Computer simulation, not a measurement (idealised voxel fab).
You're looking at the process module voxel double patterning.
The cross-section shown here is cut; it is 200 nm wide and divided into square cells measuring 5 nm on a side.
A cross-section in this document is a grid of square cells, and it is written down as bands, the top band listed before the ones below it; a band is made up of one or more rows of cells. What a band's entry tells you: where the top is and where the bottom is, as heights in nm, and after that what lies inside, material by material from left to right, each with its width in nm. Empty space is written as the word "empty", and a single material marked with the word "everywhere" occupies the band from edge to edge. Below 0: as-received wafer, all one material; heights counted from there. Lowest band: no bottom, goes on down, written "0 and below". It should be noted that a width expressed as "30 to 40" varies in equal increments from row to row of cells within the band, taking the value of the first number at the top row and that of the second number at the bottom row. "nothing different" for a step: no cell of the cross-section changed in that step. You'll see "Enclosed cavities" listing empty spaces that have no way open to the top, as long as they're 8 cells or more; the notation is width x height at distance, where the distance is from the left edge, and all of it is in nm. On each step's line, the part that comes after the settings is the simulator's own comment on the step. The setting "overlay nm" may be written on the line of a step. When the step uses a mask, the value reports how far to the right of the planned place the mask lay, and a negative value reports that it lay to the left.

Set out below are the planned steps of the process
1,RECEIVE [material Si]
2,CONFORMAL_DEP [material SiO2] [thk nm 10]
3,DIRECTIONAL_DEP [material TiN] [thk nm 15]
4,DIRECTIONAL_DEP [material SiCN] [thk nm 10]
5,DIRECTIONAL_DEP [material aC] [thk nm 15]
6,PATTERN [tone open] [mask id FIRST] [material resist] [width nm 15] [pitch nm 50] [thk nm 35] [overlay nm 0]
7,DIRECTIONAL_ETCH [etch materials aC] [depth nm 15]
8,STRIP [etch materials resist]
9,DIRECTIONAL_ETCH [etch materials SiCN] [depth nm 10]
10,STRIP [etch materials aC]
11,PATTERN [tone open] [mask id SECOND] [material resist] [width nm 15] [pitch nm 50] [thk nm 20] [overlay nm 0]
12,DIRECTIONAL_ETCH [etch materials SiCN] [depth nm 10]
13,STRIP [etch materials resist]
14,DIRECTIONAL_ETCH [etch materials TiN] [depth nm 15]
15,STRIP [etch materials SiCN]

Incoming wafer in cross-section (state: after step 1)
    0 and below: Si everywhere
    Enclosed cavities: none

Figure: cross-sectional view of the wafer upon completion of the module, processed from the initial state and according to the plan depicted above, with one error introduced during execution
    25 down to 10: 45 TiN; 15 empty; 5 TiN; 15 empty; 15 TiN; 15 empty; 5 TiN; 15 empty; 15 TiN; 15 empty; 40 TiN
    10 down to 0: SiO2 everywhere
    0 and below: Si everywhere
    Enclosed cavities: none
Processing error: step 6, actual vs plan mismatch, actual run PATTERN [tone open] [mask id FIRST] [material resist] [width nm 15] [pitch nm 50] [thk nm 35] [overlay nm 5]
